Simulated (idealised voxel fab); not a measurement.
process module | voxel transistor to metal
cross-section cut | 200 nm wide | cells 5 nm
A cross-section is a grid of square cells, given in bands from the top down. A band is one or more rows of cells.
Each band's line starts with the height of the band's top and of its bottom, in nm. Then come its materials from left to right, each with its width in nm. One material with "throughout" fills the band from edge to edge. "air" is empty space.
Height 0 is the level under which the wafer as received is all one material. The lowest band goes on downwards, as in "0 down".
A width such as "30 to 40" changes by the same amount from each row of cells to the next, from the band's top row to its bottom row.
"no change" after a step means that no cell of the cross-section changed.
closed voids: empty space of 8 cells or more with no open way to the top, each as width x height at its distance from the left edge, in nm
after a step's settings: what the simulator itself notes on the step
overlay nm, on a step with a mask: how far to the right of its planned place the mask lay; to the left if negative
plan
1 op RECEIVE | material Si
2 op OXIDIZE | depth nm 5
3 op CONFORMAL_DEP | material SiN | thk nm 15
4 op MASKED_ETCH | tone cover | mask id ACTIVE | width nm 110 | etch materials SiN | depth nm 15 | overlay nm 0
5 op MASKED_ETCH | tone cover | mask id ACTIVE | width nm 110 | etch materials SiO2 | depth nm 5 | overlay nm 0
6 op MASKED_ETCH | tone cover | mask id ACTIVE | width nm 110 | etch materials Si | depth nm 25 | overlay nm 0
7 op FILL_DEP | material SiO2 | thk nm 5
8 op CMP | height nm 15
9 op SELECTIVE_ETCH | etch materials SiO2 | depth nm 10
10 op STRIP | etch materials SiN
11 op SELECTIVE_ETCH | etch materials SiO2 | depth nm 5
12 op OXIDIZE | depth nm 5
13 op DIRECTIONAL_DEP | material polySi | thk nm 20
14 op DIRECTIONAL_DEP | material SiCN | thk nm 15
15 op MASKED_ETCH | tone cover | mask id GATE | width nm 30 | etch materials SiCN | depth nm 25 | overlay nm 0
16 op MASKED_ETCH | tone cover | mask id GATE | width nm 30 | etch materials polySi | depth nm 30 | overlay nm 0
17 op CONFORMAL_DEP | material SiN | thk nm 10
18 op DIRECTIONAL_ETCH | etch materials SiN | depth nm 10
19 op DIRECTIONAL_ETCH | etch materials SiO2 | depth nm 5
20 op DIRECTIONAL_ETCH | etch materials Si | depth nm 10
21 op EPI | material SiGe | thk nm 10
22 op FILL_DEP | material SiO2 | thk nm 10
23 op CMP | height nm 15
24 op STRIP | etch materials polySi
25 op SELECTIVE_ETCH | etch materials SiO2 | depth nm 5
26 op CONFORMAL_DEP | material HfO2 | thk nm 5
27 op CONFORMAL_DEP | material TiN | thk nm 5
28 op FILL_DEP | material W | thk nm 10
29 op CMP | height nm 10
30 op DIRECTIONAL_DEP | material SiO2 | thk nm 15
31 op MASKED_ETCH | tone open | mask id CONTACT | width nm 20 | pitch nm 80 | etch materials SiO2 | depth nm 35 | overlay nm 0
32 op CONFORMAL_DEP | material TiN | thk nm 5
33 op FILL_DEP | material W | thk nm 5
34 op CMP | height nm 25
35 op DIRECTIONAL_DEP | material TiN | thk nm 5
36 op DIRECTIONAL_DEP | material W | thk nm 20
37 op DIRECTIONAL_DEP | material aC | thk nm 10
38 op PATTERN | tone cover | mask id METAL_1 | material resist | width nm 20 | pitch nm 80 | thk nm 25 | overlay nm 0
39 op DIRECTIONAL_ETCH | etch materials aC | depth nm 10
40 op STRIP | etch materials resist
41 op DIRECTIONAL_ETCH | etch materials W | depth nm 20
42 op DIRECTIONAL_ETCH | etch materials TiN | depth nm 5
43 op STRIP | etch materials aC
44 op CONFORMAL_DEP | material SiN | thk nm 5
45 op FILL_DEP | material SiO2 | thk nm 10
46 op CMP | height nm 50
47 op CONFORMAL_DEP | material SiN | thk nm 5
first wafer, as planned
as received, after step 1
  0 down: Si throughout
  closed voids: none
after step 2
  0 to -5: SiO2 throughout
  below -5: unchanged
after step 3
  15 to 0: SiN throughout
  below 0: unchanged
after step 4
  15 to 0: air 45 | SiN 110 | air 45
  below 0: unchanged
after step 5
  15 to 0: air 45 | SiN 110 | air 45
  0 to -5: air 45 | SiO2 110 | air 45
  below -5: unchanged
after step 6
  15 to 0: air 45 | SiN 110 | air 45
  0 to -5: air 45 | SiO2 110 | air 45
  -5 to -30: air 45 | Si 110 | air 45
  below -30: unchanged
after step 7
  20 to 15: SiO2 throughout
  15 to 0: SiO2 45 | SiN 110 | SiO2 45
  0 to -5: SiO2 throughout
  -5 to -30: SiO2 45 | Si 110 | SiO2 45
  below -30: unchanged
after step 8
  15 to 0: SiO2 45 | SiN 110 | SiO2 45
  below 0: unchanged
after step 9
  15 to 5: air 45 | SiN 110 | air 45
  below 5: unchanged
after step 10
  5 to 0: SiO2 45 | air 110 | SiO2 45
  below 0: unchanged
after step 11
  0 to -5: SiO2 40 | air 120 | SiO2 40
  below -5: unchanged
after step 12
  0 to -5: SiO2 40 | air 120 | SiO2 40
  -5 to -10: SiO2 throughout
  below -10: unchanged
after step 13
  20 to 15: polySi 40 | air 120 | polySi 40
  15 to 0: polySi throughout
  0 to -5: SiO2 40 | polySi 120 | SiO2 40
  below -5: unchanged
after step 14
  35 to 30: SiCN 40 | air 120 | SiCN 40
  30 to 20: SiCN throughout
  20 to 15: polySi 40 | SiCN 120 | polySi 40
  below 15: unchanged
after step 15
  30 to 20: air 85 | SiCN 30 | air 85
  20 to 15: polySi 40 | air 45 | SiCN 30 | air 45 | polySi 40
  below 15: unchanged
after step 16
  30 to 15: air 85 | SiCN 30 | air 85
  15 to 0: air 85 | polySi 30 | air 85
  0 to -5: SiO2 40 | air 45 | polySi 30 | air 45 | SiO2 40
  below -5: unchanged
after step 17
  40 to 30: air 75 | SiN 50 | air 75
  30 to 15: air 75 | SiN 10 | SiCN 30 | SiN 10 | air 75
  15 to 10: air 75 | SiN 10 | polySi 30 | SiN 10 | air 75
  10 to 5: SiN 50 | air 25 | SiN 10 | polySi 30 | SiN 10 | air 25 | SiN 50
  5 to 0: SiN 85 | polySi 30 | SiN 85
  0 to -5: SiO2 40 | SiN 45 | polySi 30 | SiN 45 | SiO2 40
  below -5: unchanged
after step 18
  30 to 15: air 75 | SiN 10 | SiCN 30 | SiN 10 | air 75
  15 to 0: air 75 | SiN 10 | polySi 30 | SiN 10 | air 75
  0 to -5: SiO2 40 | SiN 10 | air 25 | SiN 10 | polySi 30 | SiN 10 | air 25 | SiN 10 | SiO2 40
  below -5: unchanged
after step 19
  30 to 15: air 75 | SiN 10 | SiCN 30 | SiN 10 | air 75
  15 to 0: air 75 | SiN 10 | polySi 30 | SiN 10 | air 75
  0 to -5: air 40 | SiN 10 | air 25 | SiN 10 | polySi 30 | SiN 10 | air 25 | SiN 10 | air 40
  -5 to -10: SiO2 50 | air 25 | SiO2 50 | air 25 | SiO2 50
  below -10: unchanged
after step 20
  30 to 15: air 75 | SiN 10 | SiCN 30 | SiN 10 | air 75
  15 to 0: air 75 | SiN 10 | polySi 30 | SiN 10 | air 75
  0 to -5: air 40 | SiN 10 | air 25 | SiN 10 | polySi 30 | SiN 10 | air 25 | SiN 10 | air 40
  -5 to -10: SiO2 50 | air 25 | SiO2 50 | air 25 | SiO2 50
  -10 to -20: SiO2 45 | Si 5 | air 25 | Si 50 | air 25 | Si 5 | SiO2 45
  below -20: unchanged
after step 21
  30 to 15: air 75 | SiN 10 | SiCN 30 | SiN 10 | air 75
  15 to 0: air 75 | SiN 10 | polySi 30 | SiN 10 | air 75
  0 to -5: air 40 | SiN 10 | SiGe 10 | air 5 | SiGe 10 | SiN 10 | polySi 30 | SiN 10 | SiGe 10 | air 5 | SiGe 10 | SiN 10 | air 40
  -5 to -10: SiO2 50 | SiGe 10 | air 5 | SiGe 10 | SiO2 50 | SiGe 10 | air 5 | SiGe 10 | SiO2 50
  -10 to -20: SiO2 45 | Si 5 | SiGe 25 | Si 50 | SiGe 25 | Si 5 | SiO2 45
  below -20: unchanged
after step 22
  40 to 30: SiO2 throughout
  30 to 15: SiO2 75 | SiN 10 | SiCN 30 | SiN 10 | SiO2 75
  15 to 0: SiO2 75 | SiN 10 | polySi 30 | SiN 10 | SiO2 75
  0 to -5: SiO2 40 | SiN 10 | SiGe 10 | SiO2 5 | SiGe 10 | SiN 10 | polySi 30 | SiN 10 | SiGe 10 | SiO2 5 | SiGe 10 | SiN 10 | SiO2 40
  -5 to -10: SiO2 50 | SiGe 10 | SiO2 5 | SiGe 10 | SiO2 50 | SiGe 10 | SiO2 5 | SiGe 10 | SiO2 50
  below -10: unchanged
after step 23
  15 to 0: SiO2 75 | SiN 10 | polySi 30 | SiN 10 | SiO2 75
  below 0: unchanged
after step 24
  15 to 0: SiO2 75 | SiN 10 | air 30 | SiN 10 | SiO2 75
  0 to -5: SiO2 40 | SiN 10 | SiGe 10 | SiO2 5 | SiGe 10 | SiN 10 | air 30 | SiN 10 | SiGe 10 | SiO2 5 | SiGe 10 | SiN 10 | SiO2 40
  below -5: unchanged
after step 25
  15 to 10: air 75 | SiN 10 | air 30 | SiN 10 | air 75
  10 to 0: SiO2 75 | SiN 10 | air 30 | SiN 10 | SiO2 75
  0 to -5: SiO2 40 | SiN 10 | SiGe 10 | SiO2 5 | SiGe 10 | SiN 10 | air 30 | SiN 10 | SiGe 10 | SiO2 5 | SiGe 10 | SiN 10 | SiO2 40
  -5 to -10: SiO2 50 | SiGe 10 | SiO2 5 | SiGe 10 | SiO2 5 | air 40 | SiO2 5 | SiGe 10 | SiO2 5 | SiGe 10 | SiO2 50
  below -10: unchanged
after step 26
  20 to 15: air 70 | HfO2 20 | air 20 | HfO2 20 | air 70
  15 to 10: HfO2 75 | SiN 10 | HfO2 5 | air 20 | HfO2 5 | SiN 10 | HfO2 75
  10 to 0: SiO2 75 | SiN 10 | HfO2 5 | air 20 | HfO2 5 | SiN 10 | SiO2 75
  0 to -5: SiO2 40 | SiN 10 | SiGe 10 | SiO2 5 | SiGe 10 | SiN 10 | HfO2 5 | air 20 | HfO2 5 | SiN 10 | SiGe 10 | SiO2 5 | SiGe 10 | SiN 10 | SiO2 40
  -5 to -10: SiO2 50 | SiGe 10 | SiO2 5 | SiGe 10 | SiO2 5 | HfO2 40 | SiO2 5 | SiGe 10 | SiO2 5 | SiGe 10 | SiO2 50
  below -10: unchanged
after step 27
  25 to 20: air 65 | TiN 30 | air 10 | TiN 30 | air 65
  20 to 15: TiN 70 | HfO2 20 | TiN 5 | air 10 | TiN 5 | HfO2 20 | TiN 70
  15 to 10: HfO2 75 | SiN 10 | HfO2 5 | TiN 5 | air 10 | TiN 5 | HfO2 5 | SiN 10 | HfO2 75
  10 to 0: SiO2 75 | SiN 10 | HfO2 5 | TiN 5 | air 10 | TiN 5 | HfO2 5 | SiN 10 | SiO2 75
  0 to -5: SiO2 40 | SiN 10 | SiGe 10 | SiO2 5 | SiGe 10 | SiN 10 | HfO2 5 | TiN 20 | HfO2 5 | SiN 10 | SiGe 10 | SiO2 5 | SiGe 10 | SiN 10 | SiO2 40
  below -5: unchanged
after step 28
  35 to 25: W throughout
  25 to 20: W 65 | TiN 30 | W 10 | TiN 30 | W 65
  20 to 15: TiN 70 | HfO2 20 | TiN 5 | W 10 | TiN 5 | HfO2 20 | TiN 70
  15 to 10: HfO2 75 | SiN 10 | HfO2 5 | TiN 5 | W 10 | TiN 5 | HfO2 5 | SiN 10 | HfO2 75
  10 to 0: SiO2 75 | SiN 10 | HfO2 5 | TiN 5 | W 10 | TiN 5 | HfO2 5 | SiN 10 | SiO2 75
  below 0: unchanged
after step 29
  10 to 0: SiO2 75 | SiN 10 | HfO2 5 | TiN 5 | W 10 | TiN 5 | HfO2 5 | SiN 10 | SiO2 75
  below 0: unchanged
after step 30
  25 to 10: SiO2 throughout
  below 10: unchanged
after step 31
  25 to 10: SiO2 50 | air 20 | SiO2 60 | air 20 | SiO2 50
  10 to 0: SiO2 50 | air 20 | SiO2 5 | SiN 10 | HfO2 5 | TiN 5 | W 10 | TiN 5 | HfO2 5 | SiN 10 | SiO2 5 | air 20 | SiO2 50
  0 to -5: SiO2 40 | SiN 10 | SiGe 10 | air 5 | SiGe 10 | SiN 10 | HfO2 5 | TiN 20 | HfO2 5 | SiN 10 | SiGe 10 | air 5 | SiGe 10 | SiN 10 | SiO2 40
  -5 to -10: SiO2 50 | SiGe 10 | air 5 | SiGe 10 | SiO2 5 | HfO2 40 | SiO2 5 | SiGe 10 | air 5 | SiGe 10 | SiO2 50
  below -10: unchanged
after step 32
  30 to 25: TiN 55 | air 10 | TiN 70 | air 10 | TiN 55
  25 to 10: SiO2 50 | TiN 5 | air 10 | TiN 5 | SiO2 60 | TiN 5 | air 10 | TiN 5 | SiO2 50
  10 to 5: SiO2 50 | TiN 5 | air 10 | TiN 5 | SiO2 5 | SiN 10 | HfO2 5 | TiN 5 | W 10 | TiN 5 | HfO2 5 | SiN 10 | SiO2 5 | TiN 5 | air 10 | TiN 5 | SiO2 50
  5 to 0: SiO2 50 | TiN 20 | SiO2 5 | SiN 10 | HfO2 5 | TiN 5 | W 10 | TiN 5 | HfO2 5 | SiN 10 | SiO2 5 | TiN 20 | SiO2 50
  0 to -5: SiO2 40 | SiN 10 | SiGe 10 | TiN 5 | SiGe 10 | SiN 10 | HfO2 5 | TiN 20 | HfO2 5 | SiN 10 | SiGe 10 | TiN 5 | SiGe 10 | SiN 10 | SiO2 40
  -5 to -10: SiO2 50 | SiGe 10 | TiN 5 | SiGe 10 | SiO2 5 | HfO2 40 | SiO2 5 | SiGe 10 | TiN 5 | SiGe 10 | SiO2 50
  below -10: unchanged
after step 33
  35 to 30: W throughout
  30 to 25: TiN 55 | W 10 | TiN 70 | W 10 | TiN 55
  25 to 10: SiO2 50 | TiN 5 | W 10 | TiN 5 | SiO2 60 | TiN 5 | W 10 | TiN 5 | SiO2 50
  10 to 5: SiO2 50 | TiN 5 | W 10 | TiN 5 | SiO2 5 | SiN 10 | HfO2 5 | TiN 5 | W 10 | TiN 5 | HfO2 5 | SiN 10 | SiO2 5 | TiN 5 | W 10 | TiN 5 | SiO2 50
  below 5: unchanged
after step 34
  25 to 10: SiO2 50 | TiN 5 | W 10 | TiN 5 | SiO2 60 | TiN 5 | W 10 | TiN 5 | SiO2 50
  below 10: unchanged
after step 35
  30 to 25: TiN throughout
  below 25: unchanged
after step 36
  50 to 30: W throughout
  below 30: unchanged
after step 37
  60 to 50: aC throughout
  below 50: unchanged
after step 38
  85 to 60: air 50 | resist 20 | air 60 | resist 20 | air 50
  below 60: unchanged
after step 39
  75 to 60: air 50 | resist 20 | air 60 | resist 20 | air 50
  60 to 50: air 50 | aC 20 | air 60 | aC 20 | air 50
  below 50: unchanged
after step 40
  60 to 50: air 50 | aC 20 | air 60 | aC 20 | air 50
  below 50: unchanged
after step 41
  60 to 50: air 50 | aC 20 | air 60 | aC 20 | air 50
  50 to 30: air 50 | W 20 | air 60 | W 20 | air 50
  below 30: unchanged
after step 42
  60 to 50: air 50 | aC 20 | air 60 | aC 20 | air 50
  50 to 30: air 50 | W 20 | air 60 | W 20 | air 50
  30 to 25: air 50 | TiN 20 | air 60 | TiN 20 | air 50
  below 25: unchanged
after step 43
  50 to 30: air 50 | W 20 | air 60 | W 20 | air 50
  below 30: unchanged
after step 44
  55 to 50: air 45 | SiN 30 | air 50 | SiN 30 | air 45
  50 to 30: air 45 | SiN 5 | W 20 | SiN 5 | air 50 | SiN 5 | W 20 | SiN 5 | air 45
  30 to 25: SiN 50 | TiN 20 | SiN 60 | TiN 20 | SiN 50
  below 25: unchanged
after step 45
  65 to 55: SiO2 throughout
  55 to 50: SiO2 45 | SiN 30 | SiO2 50 | SiN 30 | SiO2 45
  50 to 30: SiO2 45 | SiN 5 | W 20 | SiN 5 | SiO2 50 | SiN 5 | W 20 | SiN 5 | SiO2 45
  below 30: unchanged
after step 46
  50 to 30: SiO2 45 | SiN 5 | W 20 | SiN 5 | SiO2 50 | SiN 5 | W 20 | SiN 5 | SiO2 45
  below 30: unchanged
after step 47
  55 to 50: SiN throughout
  below 50: unchanged
second wafer: like start, like plan, one mistake. Through step 3 it matches the first wafer
when step 4 should have ended
  15 to 0: air 45 | SiN 115 | air 40
  below 0: unchanged
when step 5 should have ended
  15 to 0: air 45 | SiN 115 | air 40
  0 to -5: air 45 | SiO2 115 | air 40
  below -5: unchanged
when step 6 should have ended
  15 to 0: air 45 | SiN 115 | air 40
  0 to -5: air 45 | SiO2 115 | air 40
  -5 to -30: air 45 | Si 115 | air 40
  below -30: unchanged
when step 7 should have ended
  20 to 15: SiO2 throughout
  15 to 0: SiO2 45 | SiN 115 | SiO2 40
  0 to -5: SiO2 throughout
  -5 to -30: SiO2 45 | Si 115 | SiO2 40
  below -30: unchanged
when step 8 should have ended
  15 to 0: SiO2 45 | SiN 115 | SiO2 40
  below 0: unchanged
when step 9 should have ended
  15 to 5: air 45 | SiN 115 | air 40
  below 5: unchanged
when step 10 should have ended
  5 to 0: SiO2 45 | air 115 | SiO2 40
  below 0: unchanged
when step 11 should have ended
  0 to -5: SiO2 40 | air 125 | SiO2 35
  below -5: unchanged
when step 12 should have ended
  0 to -5: SiO2 40 | air 125 | SiO2 35
  -5 to -10: SiO2 throughout
  below -10: unchanged
when step 13 should have ended
  20 to 15: polySi 40 | air 125 | polySi 35
  15 to 0: polySi throughout
  0 to -5: SiO2 40 | polySi 125 | SiO2 35
  below -5: unchanged
when step 14 should have ended
  35 to 30: SiCN 40 | air 125 | SiCN 35
  30 to 20: SiCN throughout
  20 to 15: polySi 40 | SiCN 125 | polySi 35
  below 15: unchanged
when step 15 should have ended
  30 to 20: air 85 | SiCN 30 | air 85
  20 to 15: polySi 40 | air 45 | SiCN 30 | air 50 | polySi 35
  below 15: unchanged
when step 16 should have ended
  30 to 15: air 85 | SiCN 30 | air 85
  15 to 0: air 85 | polySi 30 | air 85
  0 to -5: SiO2 40 | air 45 | polySi 30 | air 50 | SiO2 35
  below -5: unchanged
when step 17 should have ended
  40 to 30: air 75 | SiN 50 | air 75
  30 to 15: air 75 | SiN 10 | SiCN 30 | SiN 10 | air 75
  15 to 10: air 75 | SiN 10 | polySi 30 | SiN 10 | air 75
  10 to 5: SiN 50 | air 25 | SiN 10 | polySi 30 | SiN 10 | air 30 | SiN 45
  5 to 0: SiN 85 | polySi 30 | SiN 85
  0 to -5: SiO2 40 | SiN 45 | polySi 30 | SiN 50 | SiO2 35
  below -5: unchanged
when step 18 should have ended
  30 to 15: air 75 | SiN 10 | SiCN 30 | SiN 10 | air 75
  15 to 0: air 75 | SiN 10 | polySi 30 | SiN 10 | air 75
  0 to -5: SiO2 40 | SiN 10 | air 25 | SiN 10 | polySi 30 | SiN 10 | air 30 | SiN 10 | SiO2 35
  below -5: unchanged
when step 19 should have ended
  30 to 15: air 75 | SiN 10 | SiCN 30 | SiN 10 | air 75
  15 to 0: air 75 | SiN 10 | polySi 30 | SiN 10 | air 75
  0 to -5: air 40 | SiN 10 | air 25 | SiN 10 | polySi 30 | SiN 10 | air 30 | SiN 10 | air 35
  -5 to -10: SiO2 50 | air 25 | SiO2 50 | air 30 | SiO2 45
  below -10: unchanged
when step 20 should have ended
  30 to 15: air 75 | SiN 10 | SiCN 30 | SiN 10 | air 75
  15 to 0: air 75 | SiN 10 | polySi 30 | SiN 10 | air 75
  0 to -5: air 40 | SiN 10 | air 25 | SiN 10 | polySi 30 | SiN 10 | air 30 | SiN 10 | air 35
  -5 to -10: SiO2 50 | air 25 | SiO2 50 | air 30 | SiO2 45
  -10 to -20: SiO2 45 | Si 5 | air 25 | Si 50 | air 30 | Si 5 | SiO2 40
  below -20: unchanged
when step 21 should have ended
  30 to 15: air 75 | SiN 10 | SiCN 30 | SiN 10 | air 75
  15 to 0: air 75 | SiN 10 | polySi 30 | SiN 10 | air 75
  0 to -5: air 40 | SiN 10 | SiGe 10 | air 5 | SiGe 10 | SiN 10 | polySi 30 | SiN 10 | SiGe 10 | air 10 | SiGe 10 | SiN 10 | air 35
  -5 to -10: SiO2 50 | SiGe 10 | air 5 | SiGe 10 | SiO2 50 | SiGe 10 | air 10 | SiGe 10 | SiO2 45
  -10 to -20: SiO2 45 | Si 5 | SiGe 25 | Si 50 | SiGe 30 | Si 5 | SiO2 40
  below -20: unchanged
when step 22 should have ended
  40 to 30: SiO2 throughout
  30 to 15: SiO2 75 | SiN 10 | SiCN 30 | SiN 10 | SiO2 75
  15 to 0: SiO2 75 | SiN 10 | polySi 30 | SiN 10 | SiO2 75
  0 to -5: SiO2 40 | SiN 10 | SiGe 10 | SiO2 5 | SiGe 10 | SiN 10 | polySi 30 | SiN 10 | SiGe 10 | SiO2 10 | SiGe 10 | SiN 10 | SiO2 35
  -5 to -10: SiO2 50 | SiGe 10 | SiO2 5 | SiGe 10 | SiO2 50 | SiGe 10 | SiO2 10 | SiGe 10 | SiO2 45
  below -10: unchanged
when step 23 should have ended
  15 to 0: SiO2 75 | SiN 10 | polySi 30 | SiN 10 | SiO2 75
  below 0: unchanged
when step 24 should have ended
  15 to 0: SiO2 75 | SiN 10 | air 30 | SiN 10 | SiO2 75
  0 to -5: SiO2 40 | SiN 10 | SiGe 10 | SiO2 5 | SiGe 10 | SiN 10 | air 30 | SiN 10 | SiGe 10 | SiO2 10 | SiGe 10 | SiN 10 | SiO2 35
  below -5: unchanged
when step 25 should have ended
  15 to 10: air 75 | SiN 10 | air 30 | SiN 10 | air 75
  10 to 0: SiO2 75 | SiN 10 | air 30 | SiN 10 | SiO2 75
  0 to -5: SiO2 40 | SiN 10 | SiGe 10 | SiO2 5 | SiGe 10 | SiN 10 | air 30 | SiN 10 | SiGe 10 | SiO2 10 | SiGe 10 | SiN 10 | SiO2 35
  -5 to -10: SiO2 50 | SiGe 10 | SiO2 5 | SiGe 10 | SiO2 5 | air 40 | SiO2 5 | SiGe 10 | SiO2 10 | SiGe 10 | SiO2 45
  below -10: unchanged
when step 26 should have ended
  20 to 15: air 70 | HfO2 20 | air 20 | HfO2 20 | air 70
  15 to 10: HfO2 75 | SiN 10 | HfO2 5 | air 20 | HfO2 5 | SiN 10 | HfO2 75
  10 to 0: SiO2 75 | SiN 10 | HfO2 5 | air 20 | HfO2 5 | SiN 10 | SiO2 75
  0 to -5: SiO2 40 | SiN 10 | SiGe 10 | SiO2 5 | SiGe 10 | SiN 10 | HfO2 5 | air 20 | HfO2 5 | SiN 10 | SiGe 10 | SiO2 10 | SiGe 10 | SiN 10 | SiO2 35
  -5 to -10: SiO2 50 | SiGe 10 | SiO2 5 | SiGe 10 | SiO2 5 | HfO2 40 | SiO2 5 | SiGe 10 | SiO2 10 | SiGe 10 | SiO2 45
  below -10: unchanged
when step 27 should have ended
  25 to 20: air 65 | TiN 30 | air 10 | TiN 30 | air 65
  20 to 15: TiN 70 | HfO2 20 | TiN 5 | air 10 | TiN 5 | HfO2 20 | TiN 70
  15 to 10: HfO2 75 | SiN 10 | HfO2 5 | TiN 5 | air 10 | TiN 5 | HfO2 5 | SiN 10 | HfO2 75
  10 to 0: SiO2 75 | SiN 10 | HfO2 5 | TiN 5 | air 10 | TiN 5 | HfO2 5 | SiN 10 | SiO2 75
  0 to -5: SiO2 40 | SiN 10 | SiGe 10 | SiO2 5 | SiGe 10 | SiN 10 | HfO2 5 | TiN 20 | HfO2 5 | SiN 10 | SiGe 10 | SiO2 10 | SiGe 10 | SiN 10 | SiO2 35
  below -5: unchanged
when step 28 should have ended
  35 to 25: W throughout
  25 to 20: W 65 | TiN 30 | W 10 | TiN 30 | W 65
  20 to 15: TiN 70 | HfO2 20 | TiN 5 | W 10 | TiN 5 | HfO2 20 | TiN 70
  15 to 10: HfO2 75 | SiN 10 | HfO2 5 | TiN 5 | W 10 | TiN 5 | HfO2 5 | SiN 10 | HfO2 75
  10 to 0: SiO2 75 | SiN 10 | HfO2 5 | TiN 5 | W 10 | TiN 5 | HfO2 5 | SiN 10 | SiO2 75
  below 0: unchanged
when step 29 should have ended
  10 to 0: SiO2 75 | SiN 10 | HfO2 5 | TiN 5 | W 10 | TiN 5 | HfO2 5 | SiN 10 | SiO2 75
  below 0: unchanged
when step 30 should have ended
  25 to 10: SiO2 throughout
  below 10: unchanged
when step 31 should have ended
  25 to 10: SiO2 50 | air 20 | SiO2 60 | air 20 | SiO2 50
  10 to 0: SiO2 50 | air 20 | SiO2 5 | SiN 10 | HfO2 5 | TiN 5 | W 10 | TiN 5 | HfO2 5 | SiN 10 | SiO2 5 | air 20 | SiO2 50
  0 to -5: SiO2 40 | SiN 10 | SiGe 10 | air 5 | SiGe 10 | SiN 10 | HfO2 5 | TiN 20 | HfO2 5 | SiN 10 | SiGe 10 | air 10 | SiGe 10 | SiN 10 | SiO2 35
  -5 to -10: SiO2 50 | SiGe 10 | air 5 | SiGe 10 | SiO2 5 | HfO2 40 | SiO2 5 | SiGe 10 | air 10 | SiGe 10 | SiO2 45
  below -10: unchanged
when step 32 should have ended
  30 to 25: TiN 55 | air 10 | TiN 70 | air 10 | TiN 55
  25 to 10: SiO2 50 | TiN 5 | air 10 | TiN 5 | SiO2 60 | TiN 5 | air 10 | TiN 5 | SiO2 50
  10 to 5: SiO2 50 | TiN 5 | air 10 | TiN 5 | SiO2 5 | SiN 10 | HfO2 5 | TiN 5 | W 10 | TiN 5 | HfO2 5 | SiN 10 | SiO2 5 | TiN 5 | air 10 | TiN 5 | SiO2 50
  5 to 0: SiO2 50 | TiN 20 | SiO2 5 | SiN 10 | HfO2 5 | TiN 5 | W 10 | TiN 5 | HfO2 5 | SiN 10 | SiO2 5 | TiN 20 | SiO2 50
  0 to -5: SiO2 40 | SiN 10 | SiGe 10 | TiN 5 | SiGe 10 | SiN 10 | HfO2 5 | TiN 20 | HfO2 5 | SiN 10 | SiGe 10 | TiN 10 | SiGe 10 | SiN 10 | SiO2 35
  -5 to -10: SiO2 50 | SiGe 10 | TiN 5 | SiGe 10 | SiO2 5 | HfO2 40 | SiO2 5 | SiGe 10 | TiN 10 | SiGe 10 | SiO2 45
  below -10: unchanged
when step 33 should have ended
  35 to 30: W throughout
  30 to 25: TiN 55 | W 10 | TiN 70 | W 10 | TiN 55
  25 to 10: SiO2 50 | TiN 5 | W 10 | TiN 5 | SiO2 60 | TiN 5 | W 10 | TiN 5 | SiO2 50
  10 to 5: SiO2 50 | TiN 5 | W 10 | TiN 5 | SiO2 5 | SiN 10 | HfO2 5 | TiN 5 | W 10 | TiN 5 | HfO2 5 | SiN 10 | SiO2 5 | TiN 5 | W 10 | TiN 5 | SiO2 50
  below 5: unchanged
when step 34 should have ended
  25 to 10: SiO2 50 | TiN 5 | W 10 | TiN 5 | SiO2 60 | TiN 5 | W 10 | TiN 5 | SiO2 50
  below 10: unchanged
when step 35 should have ended
  30 to 25: TiN throughout
  below 25: unchanged
when step 36 should have ended
  50 to 30: W throughout
  below 30: unchanged
when step 37 should have ended
  60 to 50: aC throughout
  below 50: unchanged
when step 38 should have ended
  85 to 60: air 50 | resist 20 | air 60 | resist 20 | air 50
  below 60: unchanged
when step 39 should have ended
  75 to 60: air 50 | resist 20 | air 60 | resist 20 | air 50
  60 to 50: air 50 | aC 20 | air 60 | aC 20 | air 50
  below 50: unchanged
when step 40 should have ended
  60 to 50: air 50 | aC 20 | air 60 | aC 20 | air 50
  below 50: unchanged
when step 41 should have ended
  60 to 50: air 50 | aC 20 | air 60 | aC 20 | air 50
  50 to 30: air 50 | W 20 | air 60 | W 20 | air 50
  below 30: unchanged
when step 42 should have ended
  60 to 50: air 50 | aC 20 | air 60 | aC 20 | air 50
  50 to 30: air 50 | W 20 | air 60 | W 20 | air 50
  30 to 25: air 50 | TiN 20 | air 60 | TiN 20 | air 50
  below 25: unchanged
when step 43 should have ended
  50 to 30: air 50 | W 20 | air 60 | W 20 | air 50
  below 30: unchanged
when step 44 should have ended
  55 to 50: air 45 | SiN 30 | air 50 | SiN 30 | air 45
  50 to 30: air 45 | SiN 5 | W 20 | SiN 5 | air 50 | SiN 5 | W 20 | SiN 5 | air 45
  30 to 25: SiN 50 | TiN 20 | SiN 60 | TiN 20 | SiN 50
  below 25: unchanged
when step 45 should have ended
  65 to 55: SiO2 throughout
  55 to 50: SiO2 45 | SiN 30 | SiO2 50 | SiN 30 | SiO2 45
  50 to 30: SiO2 45 | SiN 5 | W 20 | SiN 5 | SiO2 50 | SiN 5 | W 20 | SiN 5 | SiO2 45
  below 30: unchanged
when step 46 should have ended
  50 to 30: SiO2 45 | SiN 5 | W 20 | SiN 5 | SiO2 50 | SiN 5 | W 20 | SiN 5 | SiO2 45
  below 30: unchanged
when step 47 should have ended
  55 to 50: SiN throughout
  below 50: unchanged
what went wrong: step 4 ran as: op MASKED_ETCH | tone cover | mask id ACTIVE | width nm 115 | etch materials SiN | depth nm 15 | overlay nm 0
at the end the second wafer has, in cells: 2 more of Si | 2 more of SiGe | 6 fewer of SiO2 | 2 more of TiN
